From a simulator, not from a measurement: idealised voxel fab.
Process module in this document: voxel transistor to metal
We display cut, a cross-section 140 nm in width whose square cells are each 5 nm.
Cross-section layout: square cells on a grid; listed as bands, top to bottom; a band spans one or more cell rows.
Quick guide to a band line: top height, bottom height (nm) up front; then every material left to right with its width in nm. Only one material and it's marked "throughout"? Then it fills the band edge to edge. And "air" just means empty space.
Heights are measured from 0, the level below which the as-received wafer is all one material; the lowest band has no bottom and continues downward, written as in "0 down".
Width "30..40": first value at the band's top row of cells, second value at its bottom row, equal change from row to row.
Key: "left unchanged" - step with no changed cell in the cross-section.
Basically, "Unvented cavities" tells you about the enclosed voids: empty spaces with no open way to the top, 8 cells or bigger, each written width x height at distance, where distance is from the left edge, all in nm.
The remark found on a step's line after its settings is issued by the simulator itself and pertains to that step.
The optional step-line setting "overlay nm" applies to steps with a mask and quantifies how far to the right of its planned location the mask lay, a negative value indicating leftward placement.
Before/after cross-section pairs, one process step each; after shown to lowest changed band; step and settings beneath. Pairs may be from different runs of this module on the same starting wafer; a pair continues from the one above only where its "State before step" entry says so.

# State before step
- 0 down  Si throughout
- Unvented cavities: none

# Resultant Cross-Section
- 0 to -5  SiO2 throughout
- Rest of section, below -5: as before.
- Unvented cavities: none
The two cross-sections above are separated by a single process step, namely OXIDIZE [depth nm 5]

State before step: same picture as after in the pair right above, so we don't repeat it.

# Resultant Cross-Section
- 15 to 0  SiN throughout
- Rest of section, below 0: as before.
- Unvented cavities: none
The two cross-sections above are separated by a single process step, namely CONFORMAL_DEP [material SiN] [thk nm 15]

State before step: same picture as after in the pair right above, so we don't repeat it.

# Resultant Cross-Section
- 15 to 0  15 nm air, 110 nm SiN, 15 nm air
- Rest of section, below 0: as before.
- Unvented cavities: none
The two cross-sections above are separated by a single process step, namely MASKED_ETCH [tone cover] [mask id ACTIVE] [width nm 110] [etch materials SiN] [depth nm 15] [overlay nm 0]

State before step: same picture as after in the pair right above, so we don't repeat it.

# Resultant Cross-Section
- 15 to 0  15 nm air, 110 nm SiN, 15 nm air
- 0 to -5  15 nm air, 110 nm SiO2, 15 nm air
- Rest of section, below -5: as before.
- Unvented cavities: none
The two cross-sections above are separated by a single process step, namely MASKED_ETCH [tone cover] [mask id ACTIVE] [width nm 110] [etch materials SiO2] [depth nm 5] [overlay nm 0]

State before step: same picture as after in the pair right above, so we don't repeat it.

# Resultant Cross-Section
- 15 to 0  15 nm air, 110 nm SiN, 15 nm air
- 0 to -5  15 nm air, 110 nm SiO2, 15 nm air
- -5 to -40  15 nm air, 110 nm Si, 15 nm air
- Rest of section, below -40: as before.
- Unvented cavities: none
The two cross-sections above are separated by a single process step, namely MASKED_ETCH [tone cover] [mask id ACTIVE] [width nm 110] [etch materials Si] [depth nm 35] [overlay nm 0]

State before step: same picture as after in the pair right above, so we don't repeat it.

# Resultant Cross-Section
- 20 to 15  SiO2 throughout
- 15 to 0  15 nm SiO2, 110 nm SiN, 15 nm SiO2
- 0 to -5  SiO2 throughout
- -5 to -40  15 nm SiO2, 110 nm Si, 15 nm SiO2
- Rest of section, below -40: as before.
- Unvented cavities: none
The two cross-sections above are separated by a single process step, namely FILL_DEP [material SiO2] [thk nm 5]

State before step: same picture as after in the pair right above, so we don't repeat it.

# Resultant Cross-Section
- 15 to 0  15 nm SiO2, 110 nm SiN, 15 nm SiO2
- Rest of section, below 0: as before.
- Unvented cavities: none
The two cross-sections above are separated by a single process step, namely CMP [height nm 15]

State before step: same picture as after in the pair right above, so we don't repeat it.

# Resultant Cross-Section
- 15 to 5  15 nm air, 110 nm SiN, 15 nm air
- Rest of section, below 5: as before.
- Unvented cavities: none
The two cross-sections above are separated by a single process step, namely SELECTIVE_ETCH [etch materials SiO2] [depth nm 10]

State before step: same picture as after in the pair right above, so we don't repeat it.

# Resultant Cross-Section
- 5 to 0  15 nm SiO2, 110 nm air, 15 nm SiO2
- Rest of section, below 0: as before.
- Unvented cavities: none
The two cross-sections above are separated by a single process step, namely STRIP [etch materials SiN]

State before step: same picture as after in the pair right above, so we don't repeat it.

# Resultant Cross-Section
- 0 to -5  10 nm SiO2, 120 nm air, 10 nm SiO2
- Rest of section, below -5: as before.
- Unvented cavities: none
The two cross-sections above are separated by a single process step, namely SELECTIVE_ETCH [etch materials SiO2] [depth nm 5]

State before step: same picture as after in the pair right above, so we don't repeat it.

# Resultant Cross-Section
- 0 to -5  10 nm SiO2, 120 nm air, 10 nm SiO2
- -5 to -10  SiO2 throughout
- Rest of section, below -10: as before.
- Unvented cavities: none
The two cross-sections above are separated by a single process step, namely OXIDIZE [depth nm 5]

State before step: same picture as after in the pair right above, so we don't repeat it.

# Resultant Cross-Section
- 30 to 25  10 nm polySi, 120 nm air, 10 nm polySi
- 25 to 0  polySi throughout
- 0 to -5  10 nm SiO2, 120 nm polySi, 10 nm SiO2
- Rest of section, below -5: as before.
- Unvented cavities: none
The two cross-sections above are separated by a single process step, namely DIRECTIONAL_DEP [material polySi] [thk nm 30]

State before step: same picture as after in the pair right above, so we don't repeat it.

# Resultant Cross-Section
- 45 to 40  10 nm SiCN, 120 nm air, 10 nm SiCN
- 40 to 30  SiCN throughout
- 30 to 25  10 nm polySi, 120 nm SiCN, 10 nm polySi
- Rest of section, below 25: as before.
- Unvented cavities: none
The two cross-sections above are separated by a single process step, namely DIRECTIONAL_DEP [material SiCN] [thk nm 15]

State before step: same picture as after in the pair right above, so we don't repeat it.

# Resultant Cross-Section
- 55 to 50  10 nm aC, 120 nm air, 10 nm aC
- 50 to 45  aC throughout
- 45 to 40  10 nm SiCN, 120 nm aC, 10 nm SiCN
- Rest of section, below 40: as before.
- Unvented cavities: none
The two cross-sections above are separated by a single process step, namely DIRECTIONAL_DEP [material aC] [thk nm 10]

State before step: same picture as after in the pair right above, so we don't repeat it.

# Resultant Cross-Section
- 80 to 55  60 nm air, 20 nm resist, 60 nm air
- 55 to 50  10 nm aC, 50 nm air, 20 nm resist, 50 nm air, 10 nm aC
- Rest of section, below 50: as before.
- Unvented cavities: none
The two cross-sections above are separated by a single process step, namely PATTERN [tone cover] [mask id GATE] [material resist] [width nm 20] [thk nm 25] [overlay nm 0]

State before step: same picture as after in the pair right above, so we don't repeat it.

# Resultant Cross-Section
- 70 to 50  60 nm air, 20 nm resist, 60 nm air
- 50 to 45  60 nm air, 20 nm aC, 60 nm air
- 45 to 40  10 nm SiCN, 50 nm air, 20 nm aC, 50 nm air, 10 nm SiCN
- Rest of section, below 40: as before.
- Unvented cavities: none
The two cross-sections above are separated by a single process step, namely DIRECTIONAL_ETCH [etch materials aC] [depth nm 10]

State before step: same picture as after in the pair right above, so we don't repeat it.

# Resultant Cross-Section
- 50 to 45  60 nm air, 20 nm aC, 60 nm air
- Rest of section, below 45: as before.
- Unvented cavities: none
The two cross-sections above are separated by a single process step, namely STRIP [etch materials resist]

State before step: same picture as after in the pair right above, so we don't repeat it.

# Resultant Cross-Section
- 50 to 40  60 nm air, 20 nm aC, 60 nm air
- 40 to 30  60 nm air, 20 nm SiCN, 60 nm air
- 30 to 25  10 nm polySi, 50 nm air, 20 nm SiCN, 50 nm air, 10 nm polySi
- Rest of section, below 25: as before.
- Unvented cavities: none
The two cross-sections above are separated by a single process step, namely DIRECTIONAL_ETCH [etch materials SiCN] [depth nm 25]

State before step: same picture as after in the pair right above, so we don't repeat it.

# Resultant Cross-Section
- 50 to 40  60 nm air, 20 nm aC, 60 nm air
- 40 to 25  60 nm air, 20 nm SiCN, 60 nm air
- 25 to 0  60 nm air, 20 nm polySi, 60 nm air
- 0 to -5  10 nm SiO2, 50 nm air, 20 nm polySi, 50 nm air, 10 nm SiO2
- Rest of section, below -5: as before.
- Unvented cavities: none
The two cross-sections above are separated by a single process step, namely DIRECTIONAL_ETCH [etch materials polySi] [depth nm 40]

State before step: same picture as after in the pair right above, so we don't repeat it.

# Resultant Cross-Section
- 40 to 25  60 nm air, 20 nm SiCN, 60 nm air
- Rest of section, below 25: as before.
- Unvented cavities: none
The two cross-sections above are separated by a single process step, namely STRIP [etch materials aC]

State before step: same picture as after in the pair right above, so we don't repeat it.

# Resultant Cross-Section
- 45 to 40  55 nm air, 30 nm SiO2, 55 nm air
- 40 to 25  55 nm air, 5 nm SiO2, 20 nm SiCN, 5 nm SiO2, 55 nm air
- 25 to 5  55 nm air, 5 nm SiO2, 20 nm polySi, 5 nm SiO2, 55 nm air
- 5 to 0  15 nm SiO2, 40 nm air, 5 nm SiO2, 20 nm polySi, 5 nm SiO2, 40 nm air, 15 nm SiO2
- 0 to -5  60 nm SiO2, 20 nm polySi, 60 nm SiO2
- Rest of section, below -5: as before.
- Unvented cavities: none
The two cross-sections above are separated by a single process step, namely CONFORMAL_DEP [material SiO2] [thk nm 5]

State before step: same picture as after in the pair right above, so we don't repeat it.

# Resultant Cross-Section
- 40 to 25  55 nm air, 5 nm SiO2, 20 nm SiCN, 5 nm SiO2, 55 nm air
- 25 to 0  55 nm air, 5 nm SiO2, 20 nm polySi, 5 nm SiO2, 55 nm air
- 0 to -5  15 nm SiO2, 40 nm air, 5 nm SiO2, 20 nm polySi, 5 nm SiO2, 40 nm air, 15 nm SiO2
- Rest of section, below -5: as before.
- Unvented cavities: none
The two cross-sections above are separated by a single process step, namely DIRECTIONAL_ETCH [etch materials SiO2] [depth nm 5]

State before step: same picture as after in the pair right above, so we don't repeat it.

# Resultant Cross-Section
- 45 to 40  50 nm air, 40 nm SiN, 50 nm air
- 40 to 25  50 nm air, 5 nm SiN, 5 nm SiO2, 20 nm SiCN, 5 nm SiO2, 5 nm SiN, 50 nm air
- 25 to 5  50 nm air, 5 nm SiN, 5 nm SiO2, 20 nm polySi, 5 nm SiO2, 5 nm SiN, 50 nm air
- 5 to 0  20 nm SiN, 30 nm air, 5 nm SiN, 5 nm SiO2, 20 nm polySi, 5 nm SiO2, 5 nm SiN, 30 nm air, 20 nm SiN
- 0 to -5  15 nm SiO2, 40 nm SiN, 5 nm SiO2, 20 nm polySi, 5 nm SiO2, 40 nm SiN, 15 nm SiO2
- Rest of section, below -5: as before.
- Unvented cavities: none
The two cross-sections above are separated by a single process step, namely CONFORMAL_DEP [material SiN] [thk nm 5]

State before step: same picture as after in the pair right above, so we don't repeat it.

# Resultant Cross-Section
- 40 to 25  50 nm air, 5 nm SiN, 5 nm SiO2, 20 nm SiCN, 5 nm SiO2, 5 nm SiN, 50 nm air
- 25 to 0  50 nm air, 5 nm SiN, 5 nm SiO2, 20 nm polySi, 5 nm SiO2, 5 nm SiN, 50 nm air
- 0 to -5  15 nm SiO2, 5 nm SiN, 30 nm air, 5 nm SiN, 5 nm SiO2, 20 nm polySi, 5 nm SiO2, 5 nm SiN, 30 nm air, 5 nm SiN, 15 nm SiO2
- Rest of section, below -5: as before.
- Unvented cavities: none
The two cross-sections above are separated by a single process step, namely DIRECTIONAL_ETCH [etch materials SiN] [depth nm 5]

State before step: same picture as after in the pair right above, so we don't repeat it.

# Resultant Cross-Section
- 40 to 35  50 nm air, 5 nm SiN, 5 nm air, 20 nm SiCN, 5 nm air, 5 nm SiN, 50 nm air
- 35 to 25  50 nm air, 5 nm SiN, 5 nm SiO2, 20 nm SiCN, 5 nm SiO2, 5 nm SiN, 50 nm air
- 25 to 0  50 nm air, 5 nm SiN, 5 nm SiO2, 20 nm polySi, 5 nm SiO2, 5 nm SiN, 50 nm air
- 0 to -5  15 nm air, 5 nm SiN, 30 nm air, 5 nm SiN, 5 nm SiO2, 20 nm polySi, 5 nm SiO2, 5 nm SiN, 30 nm air, 5 nm SiN, 15 nm air
- -5 to -10  20 nm SiO2, 30 nm air, 40 nm SiO2, 30 nm air, 20 nm SiO2
- Rest of section, below -10: as before.
- Unvented cavities: none
The two cross-sections above are separated by a single process step, namely DIRECTIONAL_ETCH [etch materials SiO2] [depth nm 5]

State before step: same picture as after in the pair right above, so we don't repeat it.

# Resultant Cross-Section
- 40 to 35  50 nm air, 5 nm SiN, 5 nm air, 20 nm SiCN, 5 nm air, 5 nm SiN, 50 nm air
- 35 to 25  50 nm air, 5 nm SiN, 5 nm SiO2, 20 nm SiCN, 5 nm SiO2, 5 nm SiN, 50 nm air
- 25 to 0  50 nm air, 5 nm SiN, 5 nm SiO2, 20 nm polySi, 5 nm SiO2, 5 nm SiN, 50 nm air
- 0 to -5  15 nm air, 5 nm SiN, 30 nm air, 5 nm SiN, 5 nm SiO2, 20 nm polySi, 5 nm SiO2, 5 nm SiN, 30 nm air, 5 nm SiN, 15 nm air
- -5 to -10  20 nm SiO2, 30 nm air, 40 nm SiO2, 30 nm air, 20 nm SiO2
- -10 to -20  15 nm SiO2, 5 nm Si, 30 nm air, 40 nm Si, 30 nm air, 5 nm Si, 15 nm SiO2
- Rest of section, below -20: as before.
- Unvented cavities: none
The two cross-sections above are separated by a single process step, namely DIRECTIONAL_ETCH [etch materials Si] [depth nm 10]

State before step: same picture as after in the pair right above, so we don't repeat it.

# Resultant Cross-Section
- 40 to 35  50 nm air, 5 nm SiN, 5 nm air, 20 nm SiCN, 5 nm air, 5 nm SiN, 50 nm air
- 35 to 25  50 nm air, 5 nm SiN, 5 nm SiO2, 20 nm SiCN, 5 nm SiO2, 5 nm SiN, 50 nm air
- 25 to 5  50 nm air, 5 nm SiN, 5 nm SiO2, 20 nm polySi, 5 nm SiO2, 5 nm SiN, 50 nm air
- 5 to 0  15 nm air, 35 nm SiGe, 5 nm SiN, 5 nm SiO2, 20 nm polySi, 5 nm SiO2, 5 nm SiN, 35 nm SiGe, 15 nm air
- 0 to -5  15 nm air, 5 nm SiN, 30 nm SiGe, 5 nm SiN, 5 nm SiO2, 20 nm polySi, 5 nm SiO2, 5 nm SiN, 30 nm SiGe, 5 nm SiN, 15 nm air
- -5 to -10  20 nm SiO2, 30 nm SiGe, 40 nm SiO2, 30 nm SiGe, 20 nm SiO2
- -10 to -20  15 nm SiO2, 5 nm Si, 30 nm SiGe, 40 nm Si, 30 nm SiGe, 5 nm Si, 15 nm SiO2
- Rest of section, below -20: as before.
- Unvented cavities: none
The two cross-sections above are separated by a single process step, namely EPI [material SiGe] [thk nm 15]

State before step: same picture as after in the pair right above, so we don't repeat it.

# Resultant Cross-Section
- 45 to 40  SiO2 throughout
- 40 to 25  50 nm SiO2, 5 nm SiN, 5 nm SiO2, 20 nm SiCN, 5 nm SiO2, 5 nm SiN, 50 nm SiO2
- 25 to 5  50 nm SiO2, 5 nm SiN, 5 nm SiO2, 20 nm polySi, 5 nm SiO2, 5 nm SiN, 50 nm SiO2
- 5 to 0  15 nm SiO2, 35 nm SiGe, 5 nm SiN, 5 nm SiO2, 20 nm polySi, 5 nm SiO2, 5 nm SiN, 35 nm SiGe, 15 nm SiO2
- 0 to -5  15 nm SiO2, 5 nm SiN, 30 nm SiGe, 5 nm SiN, 5 nm SiO2, 20 nm polySi, 5 nm SiO2, 5 nm SiN, 30 nm SiGe, 5 nm SiN, 15 nm SiO2
- Rest of section, below -5: as before.
- Unvented cavities: none
The two cross-sections above are separated by a single process step, namely FILL_DEP [material SiO2] [thk nm 5]

State before step: same picture as after in the pair right above, so we don't repeat it.

# Resultant Cross-Section
- 40 to 25  50 nm SiO2, 5 nm SiN, 5 nm SiO2, 20 nm SiCN, 5 nm SiO2, 5 nm SiN, 50 nm SiO2
- Rest of section, below 25: as before.
- Unvented cavities: none
The two cross-sections above are separated by a single process step, namely CMP [height nm 40]

State before step: same picture as after in the pair right above, so we don't repeat it.

# Resultant Cross-Section
- 55 to 40  SiO2 throughout
- Rest of section, below 40: as before.
- Unvented cavities: none
The two cross-sections above are separated by a single process step, namely DIRECTIONAL_DEP [material SiO2] [thk nm 15]

State before step: same picture as after in the pair right above, so we don't repeat it.

# Resultant Cross-Section
- 70 to 55  aC throughout
- Rest of section, below 55: as before.
- Unvented cavities: none
The two cross-sections above are separated by a single process step, namely DIRECTIONAL_DEP [material aC] [thk nm 15]

State before step: same picture as after in the pair right above, so we don't repeat it.

# Resultant Cross-Section
- 100 to 70  20 nm resist, 20 nm air, 60 nm resist, 20 nm air, 20 nm resist
- Rest of section, below 70: as before.
- Unvented cavities: none
The two cross-sections above are separated by a single process step, namely PATTERN [tone open] [mask id CONTACT] [material resist] [width nm 20] [pitch nm 80] [thk nm 30] [overlay nm 0]

State before step: same picture as after in the pair right above, so we don't repeat it.

# Resultant Cross-Section
- 85 to 70  20 nm resist, 20 nm air, 60 nm resist, 20 nm air, 20 nm resist
- 70 to 55  20 nm aC, 20 nm air, 60 nm aC, 20 nm air, 20 nm aC
- Rest of section, below 55: as before.
- Unvented cavities: none
The two cross-sections above are separated by a single process step, namely DIRECTIONAL_ETCH [etch materials aC] [depth nm 15]

State before step: same picture as after in the pair right above, so we don't repeat it.

# Resultant Cross-Section
- 70 to 55  20 nm aC, 20 nm air, 60 nm aC, 20 nm air, 20 nm aC
- Rest of section, below 55: as before.
- Unvented cavities: none
The two cross-sections above are separated by a single process step, namely STRIP [etch materials resist]

State before step: same picture as after in the pair right above, so we don't repeat it.

# Resultant Cross-Section
- 70 to 55  20 nm aC, 20 nm air, 60 nm aC, 20 nm air, 20 nm aC
- 55 to 40  20 nm SiO2, 20 nm air, 60 nm SiO2, 20 nm air, 20 nm SiO2
- 40 to 25  20 nm SiO2, 20 nm air, 10 nm SiO2, 5 nm SiN, 5 nm SiO2, 20 nm SiCN, 5 nm SiO2, 5 nm SiN, 10 nm SiO2, 20 nm air, 20 nm SiO2
- 25 to 5  20 nm SiO2, 20 nm air, 10 nm SiO2, 5 nm SiN, 5 nm SiO2, 20 nm polySi, 5 nm SiO2, 5 nm SiN, 10 nm SiO2, 20 nm air, 20 nm SiO2
- Rest of section, below 5: as before.
- Unvented cavities: none
The two cross-sections above are separated by a single process step, namely DIRECTIONAL_ETCH [etch materials SiO2] [depth nm 50]

State before step: same picture as after in the pair right above, so we don't repeat it.

# Resultant Cross-Section
- 55 to 40  20 nm SiO2, 20 nm air, 60 nm SiO2, 20 nm air, 20 nm SiO2
- Rest of section, below 40: as before.
- Unvented cavities: none
The two cross-sections above are separated by a single process step, namely STRIP [etch materials aC]

State before step: same picture as after in the pair right above, so we don't repeat it.

# Resultant Cross-Section
- 60 to 55  25 nm TiN, 10 nm air, 70 nm TiN, 10 nm air, 25 nm TiN
- 55 to 40  20 nm SiO2, 5 nm TiN, 10 nm air, 5 nm TiN, 60 nm SiO2, 5 nm TiN, 10 nm air, 5 nm TiN, 20 nm SiO2
- 40 to 25  20 nm SiO2, 5 nm TiN, 10 nm air, 5 nm TiN, 10 nm SiO2, 5 nm SiN, 5 nm SiO2, 20 nm SiCN, 5 nm SiO2, 5 nm SiN, 10 nm SiO2, 5 nm TiN, 10 nm air, 5 nm TiN, 20 nm SiO2
- 25 to 10  20 nm SiO2, 5 nm TiN, 10 nm air, 5 nm TiN, 10 nm SiO2, 5 nm SiN, 5 nm SiO2, 20 nm polySi, 5 nm SiO2, 5 nm SiN, 10 nm SiO2, 5 nm TiN, 10 nm air, 5 nm TiN, 20 nm SiO2
- 10 to 5  20 nm SiO2, 20 nm TiN, 10 nm SiO2, 5 nm SiN, 5 nm SiO2, 20 nm polySi, 5 nm SiO2, 5 nm SiN, 10 nm SiO2, 20 nm TiN, 20 nm SiO2
- Rest of section, below 5: as before.
- Unvented cavities: none
The two cross-sections above are separated by a single process step, namely CONFORMAL_DEP [material TiN] [thk nm 5]

State before step: same picture as after in the pair right above, so we don't repeat it.

# Resultant Cross-Section
- 70 to 60  Ru throughout
- 60 to 55  25 nm TiN, 10 nm Ru, 70 nm TiN, 10 nm Ru, 25 nm TiN
- 55 to 40  20 nm SiO2, 5 nm TiN, 10 nm Ru, 5 nm TiN, 60 nm SiO2, 5 nm TiN, 10 nm Ru, 5 nm TiN, 20 nm SiO2
- 40 to 25  20 nm SiO2, 5 nm TiN, 10 nm Ru, 5 nm TiN, 10 nm SiO2, 5 nm SiN, 5 nm SiO2, 20 nm SiCN, 5 nm SiO2, 5 nm SiN, 10 nm SiO2, 5 nm TiN, 10 nm Ru, 5 nm TiN, 20 nm SiO2
- 25 to 10  20 nm SiO2, 5 nm TiN, 10 nm Ru, 5 nm TiN, 10 nm SiO2, 5 nm SiN, 5 nm SiO2, 20 nm polySi, 5 nm SiO2, 5 nm SiN, 10 nm SiO2, 5 nm TiN, 10 nm Ru, 5 nm TiN, 20 nm SiO2
- Rest of section, below 10: as before.
- Unvented cavities: none
The two cross-sections above are separated by a single process step, namely FILL_DEP [material Ru] [thk nm 10]

State before step: same picture as after in the pair right above, so we don't repeat it.

# Resultant Cross-Section
- 55 to 40  20 nm SiO2, 5 nm TiN, 10 nm Ru, 5 nm TiN, 60 nm SiO2, 5 nm TiN, 10 nm Ru, 5 nm TiN, 20 nm SiO2
- Rest of section, below 40: as before.
- Unvented cavities: none
The two cross-sections above are separated by a single process step, namely CMP [height nm 55]

State before step: same picture as after in the pair right above, so we don't repeat it.

# Resultant Cross-Section
- 60 to 55  SiCN throughout
- Rest of section, below 55: as before.
- Unvented cavities: none
The two cross-sections above are separated by a single process step, namely CONFORMAL_DEP [material SiCN] [thk nm 5]

State before step: same picture as after in the pair right above, so we don't repeat it.

# Resultant Cross-Section
- 75 to 60  SiO2 throughout
- Rest of section, below 60: as before.
- Unvented cavities: none
The two cross-sections above are separated by a single process step, namely DIRECTIONAL_DEP [material SiO2] [thk nm 15]

State before step: same picture as after in the pair right above, so we don't repeat it.

# Resultant Cross-Section
- 90 to 75  aC throughout
- Rest of section, below 75: as before.
- Unvented cavities: none
The two cross-sections above are separated by a single process step, namely DIRECTIONAL_DEP [material aC] [thk nm 15]

State before step: same picture as after in the pair right above, so we don't repeat it.

# Resultant Cross-Section
- 125 to 90  20 nm resist, 20 nm air, 60 nm resist, 20 nm air, 20 nm resist
- Rest of section, below 90: as before.
- Unvented cavities: none
The two cross-sections above are separated by a single process step, namely PATTERN [tone open] [mask id METAL_1] [material resist] [width nm 20] [pitch nm 80] [thk nm 35] [overlay nm 0]

State before step: same picture as after in the pair right above, so we don't repeat it.

# Resultant Cross-Section
- 110 to 90  20 nm resist, 20 nm air, 60 nm resist, 20 nm air, 20 nm resist
- 90 to 75  20 nm aC, 20 nm air, 60 nm aC, 20 nm air, 20 nm aC
- Rest of section, below 75: as before.
- Unvented cavities: none
The two cross-sections above are separated by a single process step, namely DIRECTIONAL_ETCH [etch materials aC] [depth nm 15]

State before step: same picture as after in the pair right above, so we don't repeat it.

# Resultant Cross-Section
- 90 to 75  20 nm aC, 20 nm air, 60 nm aC, 20 nm air, 20 nm aC
- Rest of section, below 75: as before.
- Unvented cavities: none
The two cross-sections above are separated by a single process step, namely STRIP [etch materials resist]

State before step: same picture as after in the pair right above, so we don't repeat it.

# Resultant Cross-Section
- 90 to 75  20 nm aC, 20 nm air, 60 nm aC, 20 nm air, 20 nm aC
- 75 to 60  20 nm SiO2, 20 nm air, 60 nm SiO2, 20 nm air, 20 nm SiO2
- Rest of section, below 60: as before.
- Unvented cavities: none
The two cross-sections above are separated by a single process step, namely DIRECTIONAL_ETCH [etch materials SiO2] [depth nm 15]

State before step: same picture as after in the pair right above, so we don't repeat it.

# Resultant Cross-Section
- 90 to 75  20 nm aC, 20 nm air, 60 nm aC, 20 nm air, 20 nm aC
- 75 to 60  20 nm SiO2, 20 nm air, 60 nm SiO2, 20 nm air, 20 nm SiO2
- 60 to 55  20 nm SiCN, 20 nm air, 60 nm SiCN, 20 nm air, 20 nm SiCN
- Rest of section, below 55: as before.
- Unvented cavities: none
The two cross-sections above are separated by a single process step, namely DIRECTIONAL_ETCH [etch materials SiCN] [depth nm 5]

State before step: same picture as after in the pair right above, so we don't repeat it.

# Resultant Cross-Section
- 75 to 60  20 nm SiO2, 20 nm air, 60 nm SiO2, 20 nm air, 20 nm SiO2
- Rest of section, below 60: as before.
- Unvented cavities: none
The two cross-sections above are separated by a single process step, namely STRIP [etch materials aC]

State before step: same picture as after in the pair right above, so we don't repeat it.

# Resultant Cross-Section
- 80 to 75  25 nm TiN, 10 nm air, 70 nm TiN, 10 nm air, 25 nm TiN
- 75 to 60  20 nm SiO2, 5 nm TiN, 10 nm air, 5 nm TiN, 60 nm SiO2, 5 nm TiN, 10 nm air, 5 nm TiN, 20 nm SiO2
- 60 to 55  20 nm SiCN, 20 nm TiN, 60 nm SiCN, 20 nm TiN, 20 nm SiCN
- Rest of section, below 55: as before.
- Unvented cavities: none
The two cross-sections above are separated by a single process step, namely CONFORMAL_DEP [material TiN] [thk nm 5]

State before step: same picture as after in the pair right above, so we don't repeat it.

# Resultant Cross-Section
- 90 to 80  W throughout
- 80 to 75  25 nm TiN, 10 nm W, 70 nm TiN, 10 nm W, 25 nm TiN
- 75 to 60  20 nm SiO2, 5 nm TiN, 10 nm W, 5 nm TiN, 60 nm SiO2, 5 nm TiN, 10 nm W, 5 nm TiN, 20 nm SiO2
- Rest of section, below 60: as before.
- Unvented cavities: none
The two cross-sections above are separated by a single process step, namely FILL_DEP [material W] [thk nm 10]

State before step: same picture as after in the pair right above, so we don't repeat it.

# Resultant Cross-Section
- 75 to 60  20 nm SiO2, 5 nm TiN, 10 nm W, 5 nm TiN, 60 nm SiO2, 5 nm TiN, 10 nm W, 5 nm TiN, 20 nm SiO2
- Rest of section, below 60: as before.
- Unvented cavities: none
The two cross-sections above are separated by a single process step, namely CMP [height nm 75]

State before step: same picture as after in the pair right above, so we don't repeat it.

# Resultant Cross-Section
- 80 to 75  SiCN throughout
- Rest of section, below 75: as before.
- Unvented cavities: none
The two cross-sections above are separated by a single process step, namely CONFORMAL_DEP [material SiCN] [thk nm 5]

# State before step
- 40 to 25  60 nm air, 20 nm SiCN, 60 nm air
- 25 to 0  60 nm air, 20 nm polySi, 60 nm air
- 0 to -5  10 nm SiO2, 50 nm air, 20 nm polySi, 50 nm air, 10 nm SiO2
- -5 to -10  SiO2 throughout
- -10 to -40  15 nm SiO2, 110 nm Si, 15 nm SiO2
- -40 down  Si throughout
- Unvented cavities: none

# Resultant Cross-Section
- 40 to 25  60 nm air, 20 nm SiCN, 60 nm air
- 25 to -5  60 nm air, 20 nm polySi, 60 nm air
- -5 to -10  10 nm SiO2, 50 nm air, 20 nm SiO2, 50 nm air, 10 nm SiO2
- Rest of section, below -10: as before.
- Unvented cavities: none
The two cross-sections above are separated by a single process step, namely DIRECTIONAL_ETCH [etch materials SiO2] [depth nm 5]

State before step: same picture as after in the pair right above, so we don't repeat it.

# Resultant Cross-Section
- 45 to 40  55 nm air, 30 nm SiN, 55 nm air
- 40 to 25  55 nm air, 5 nm SiN, 20 nm SiCN, 5 nm SiN, 55 nm air
- 25 to 0  55 nm air, 5 nm SiN, 20 nm polySi, 5 nm SiN, 55 nm air
- 0 to -5  15 nm SiN, 40 nm air, 5 nm SiN, 20 nm polySi, 5 nm SiN, 40 nm air, 15 nm SiN
- -5 to -10  10 nm SiO2, 50 nm SiN, 20 nm SiO2, 50 nm SiN, 10 nm SiO2
- Rest of section, below -10: as before.
- Unvented cavities: none
The two cross-sections above are separated by a single process step, namely CONFORMAL_DEP [material SiN] [thk nm 5]

State before step: same picture as after in the pair right above, so we don't repeat it.

# Resultant Cross-Section
- 40 to 25  55 nm air, 5 nm SiN, 20 nm SiCN, 5 nm SiN, 55 nm air
- 25 to -5  55 nm air, 5 nm SiN, 20 nm polySi, 5 nm SiN, 55 nm air
- -5 to -10  10 nm SiO2, 5 nm SiN, 40 nm air, 5 nm SiN, 20 nm SiO2, 5 nm SiN, 40 nm air, 5 nm SiN, 10 nm SiO2
- Rest of section, below -10: as before.
- Unvented cavities: none
The two cross-sections above are separated by a single process step, namely DIRECTIONAL_ETCH [etch materials SiN] [depth nm 5]

State before step: same picture as after in the pair right above, so we don't repeat it.

# Resultant Cross-Section
- 40 to 25  55 nm air, 5 nm SiN, 20 nm SiCN, 5 nm SiN, 55 nm air
- 25 to -5  55 nm air, 5 nm SiN, 20 nm polySi, 5 nm SiN, 55 nm air
- -5 to -10  10 nm air, 5 nm SiN, 40 nm air, 5 nm SiN, 20 nm SiO2, 5 nm SiN, 40 nm air, 5 nm SiN, 10 nm air
- Rest of section, below -10: as before.
- Unvented cavities: none
The two cross-sections above are separated by a single process step, namely DIRECTIONAL_ETCH [etch materials SiO2] [depth nm 5]

State before step: same picture as after in the pair right above, so we don't repeat it.

# Resultant Cross-Section
- 40 to 25  55 nm air, 5 nm SiN, 20 nm SiCN, 5 nm SiN, 55 nm air
- 25 to -5  55 nm air, 5 nm SiN, 20 nm polySi, 5 nm SiN, 55 nm air
- -5 to -10  10 nm air, 5 nm SiN, 40 nm air, 5 nm SiN, 20 nm SiO2, 5 nm SiN, 40 nm air, 5 nm SiN, 10 nm air
- -10 to -20  15 nm SiO2, 40 nm air, 30 nm Si, 40 nm air, 15 nm SiO2
- Rest of section, below -20: as before.
- Unvented cavities: none
The two cross-sections above are separated by a single process step, namely DIRECTIONAL_ETCH [etch materials Si] [depth nm 10]

State before step: same picture as after in the pair right above, so we don't repeat it.

# Resultant Cross-Section
- 40 to 25  55 nm air, 5 nm SiN, 20 nm SiCN, 5 nm SiN, 55 nm air
- 25 to 5  55 nm air, 5 nm SiN, 20 nm polySi, 5 nm SiN, 55 nm air
- 5 to -5  40 nm air, 15 nm SiGe, 5 nm SiN, 20 nm polySi, 5 nm SiN, 15 nm SiGe, 40 nm air
- -5 to -10  10 nm air, 5 nm SiN, 40 nm SiGe, 5 nm SiN, 20 nm SiO2, 5 nm SiN, 40 nm SiGe, 5 nm SiN, 10 nm air
- -10 to -20  15 nm SiO2, 40 nm SiGe, 30 nm Si, 40 nm SiGe, 15 nm SiO2
- Rest of section, below -20: as before.
- Unvented cavities: none
The two cross-sections above are separated by a single process step, namely EPI [material SiGe] [thk nm 15]
